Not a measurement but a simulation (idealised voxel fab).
Module name: voxel self aligned contacts (process module)
In the cross-section labelled cut, the width is 230 nm and each square cell is 5 nm.
Just so we're on the same page, the cross-sections are grids of square cells, and they're listed out in bands top to bottom, each band one or more rows deep.
Read a band's entry like this: the first values are the height of its top and the height of its bottom in nm, and what follows is the sequence of materials from left to right, each with its width in nm. Note that "blank" is empty space, and that a single material marked "throughout" reaches across the band from edge to edge.
Height 0 is the level under which the wafer as received is all one material. The lowest band goes on downwards, as in "from 0 down".
The two numbers in a width such as "30->40" mark its ends across the band: the first belongs to the top row of cells, the second to the bottom row, and from each row to the next the width moves by the same amount.
"no change occurred", as given for a step, is the statement that not any cell of the cross-section underwent a change during that step.
In the "Entrapped void list" entry, you get each enclosed empty space of 8 cells or more, one with no open way to the top, written width x height at distance, distance from the left edge, in nm.
The remark found on a step's line after its settings is issued by the simulator itself and pertains to that step.
The line of a step may include "overlay nm". On a step with a mask, this value is how far to the right of its planned place the mask lay. A negative value means the mask lay to the left.

Process steps - plan:
1 RECEIVE with material Si
2 OXIDIZE with depth nm 5
3 DIRECTIONAL_DEP with material polySi, thk nm 25
4 DIRECTIONAL_DEP with material SiN, thk nm 20
5 PATTERN with tone cover, mask id GATE, material resist, width nm 35, pitch nm 70, thk nm 15, overlay nm 0
6 DIRECTIONAL_ETCH with etch materials SiN, depth nm 20
7 DIRECTIONAL_ETCH with etch materials polySi, depth nm 25
8 STRIP with etch materials resist
9 CONFORMAL_DEP with material SiN, thk nm 5
10 DIRECTIONAL_ETCH with etch materials SiN, depth nm 5
11 FILL_DEP with material SiO2, thk nm 15
12 CMP with height nm 50
13 MASKED_ETCH with tone open, mask id CONTACT, width nm 55, etch materials SiO2, depth nm 55, overlay nm 0
14 CONFORMAL_DEP with material TiN, thk nm 5
15 FILL_DEP with material Ru, thk nm 10
16 CMP with height nm 50
17 CONFORMAL_DEP with material SiCN, thk nm 5

First out of two wafers; run went to plan:

Incoming wafer, cross-sectional view, post step 1:
	from 0 down  Si throughout
	Entrapped void list: none

Take a look at the wafer's cross-section after step 2:
	from 0 to -5  SiO2 throughout
	No changes below -5.

Take a look at the wafer's cross-section after step 3:
	from 25 to 0  polySi throughout
	No changes below 0.

Take a look at the wafer's cross-section after step 4:
	from 45 to 25  SiN throughout
	No changes below 25.

Take a look at the wafer's cross-section after step 5:
	from 60 to 45  60 blank  35 resist  35 blank  35 resist  65 blank
	No changes below 45.

Take a look at the wafer's cross-section after step 6:
	from 60 to 45  60 blank  35 resist  35 blank  35 resist  65 blank
	from 45 to 25  60 blank  35 SiN  35 blank  35 SiN  65 blank
	No changes below 25.

Take a look at the wafer's cross-section after step 7:
	from 60 to 45  60 blank  35 resist  35 blank  35 resist  65 blank
	from 45 to 25  60 blank  35 SiN  35 blank  35 SiN  65 blank
	from 25 to 0  60 blank  35 polySi  35 blank  35 polySi  65 blank
	No changes below 0.

Take a look at the wafer's cross-section after step 8:
	from 45 to 25  60 blank  35 SiN  35 blank  35 SiN  65 blank
	No changes below 25.

Take a look at the wafer's cross-section after step 9:
	from 50 to 25  55 blank  45 SiN  25 blank  45 SiN  60 blank
	from 25 to 5  55 blank  5 SiN  35 polySi  5 SiN  25 blank  5 SiN  35 polySi  5 SiN  60 blank
	from 5 to 0  60 SiN  35 polySi  35 SiN  35 polySi  65 SiN
	No changes below 0.

Take a look at the wafer's cross-section after step 10:
	from 45 to 25  55 blank  45 SiN  25 blank  45 SiN  60 blank
	from 25 to 0  55 blank  5 SiN  35 polySi  5 SiN  25 blank  5 SiN  35 polySi  5 SiN  60 blank
	No changes below 0.

Take a look at the wafer's cross-section after step 11:
	from 60 to 45  SiO2 throughout
	from 45 to 25  55 SiO2  45 SiN  25 SiO2  45 SiN  60 SiO2
	from 25 to 0  55 SiO2  5 SiN  35 polySi  5 SiN  25 SiO2  5 SiN  35 polySi  5 SiN  60 SiO2
	No changes below 0.

Take a look at the wafer's cross-section after step 12:
	from 50 to 45  SiO2 throughout
	No changes below 45.

Take a look at the wafer's cross-section after step 13:
	from 50 to 45  85 SiO2  55 blank  90 SiO2
	from 45 to 25  55 SiO2  45 SiN  25 blank  45 SiN  60 SiO2
	from 25 to 0  55 SiO2  5 SiN  35 polySi  5 SiN  25 blank  5 SiN  35 polySi  5 SiN  60 SiO2
	from 0 to -5  100 SiO2  25 blank  105 SiO2
	No changes below -5.

Take a look at the wafer's cross-section after step 14:
	from 55 to 50  90 TiN  45 blank  95 TiN
	from 50 to 45  85 SiO2  20 TiN  15 blank  20 TiN  90 SiO2
	from 45 to 25  55 SiO2  45 SiN  5 TiN  15 blank  5 TiN  45 SiN  60 SiO2
	from 25 to 0  55 SiO2  5 SiN  35 polySi  5 SiN  5 TiN  15 blank  5 TiN  5 SiN  35 polySi  5 SiN  60 SiO2
	from 0 to -5  100 SiO2  25 TiN  105 SiO2
	No changes below -5.

Take a look at the wafer's cross-section after step 15:
	from 65 to 55  Ru throughout
	from 55 to 50  90 TiN  45 Ru  95 TiN
	from 50 to 45  85 SiO2  20 TiN  15 Ru  20 TiN  90 SiO2
	from 45 to 25  55 SiO2  45 SiN  5 TiN  15 Ru  5 TiN  45 SiN  60 SiO2
	from 25 to 0  55 SiO2  5 SiN  35 polySi  5 SiN  5 TiN  15 Ru  5 TiN  5 SiN  35 polySi  5 SiN  60 SiO2
	No changes below 0.

Take a look at the wafer's cross-section after step 16:
	from 50 to 45  85 SiO2  20 TiN  15 Ru  20 TiN  90 SiO2
	No changes below 45.

Take a look at the wafer's cross-section after step 17:
	from 55 to 50  SiCN throughout
	No changes below 50.

Companion wafer, the second of two: same beginning, same intended sequence, one mistake in carrying it out; through step 13 inclusive it tracks the first exactly:

What the second wafer looks like in cross-section when step 14 should have wrapped up:
	from 55 to 50  90 SiN  45 blank  95 SiN
	from 50 to 45  85 SiO2  20 SiN  15 blank  20 SiN  90 SiO2
	from 45 to 25  55 SiO2  50 SiN  15 blank  50 SiN  60 SiO2
	from 25 to 0  55 SiO2  5 SiN  35 polySi  10 SiN  15 blank  10 SiN  35 polySi  5 SiN  60 SiO2
	from 0 to -5  100 SiO2  25 SiN  105 SiO2
	No changes below -5.

What the second wafer looks like in cross-section when step 15 should have wrapped up:
	from 65 to 55  Ru throughout
	from 55 to 50  90 SiN  45 Ru  95 SiN
	from 50 to 45  85 SiO2  20 SiN  15 Ru  20 SiN  90 SiO2
	from 45 to 25  55 SiO2  50 SiN  15 Ru  50 SiN  60 SiO2
	from 25 to 0  55 SiO2  5 SiN  35 polySi  10 SiN  15 Ru  10 SiN  35 polySi  5 SiN  60 SiO2
	No changes below 0.

What the second wafer looks like in cross-section when step 16 should have wrapped up:
	from 50 to 45  85 SiO2  20 SiN  15 Ru  20 SiN  90 SiO2
	No changes below 45.

What the second wafer looks like in cross-section when step 17 should have wrapped up:
	from 55 to 50  SiCN throughout
	No changes below 50.
Finding, execution versus plan: planned and actual differ for step 14; actual: CONFORMAL_DEP with material SiN, thk nm 5
The closing comparison, in cells, has the second wafer with more or fewer of some materials than the first: SiN +31, TiN -31
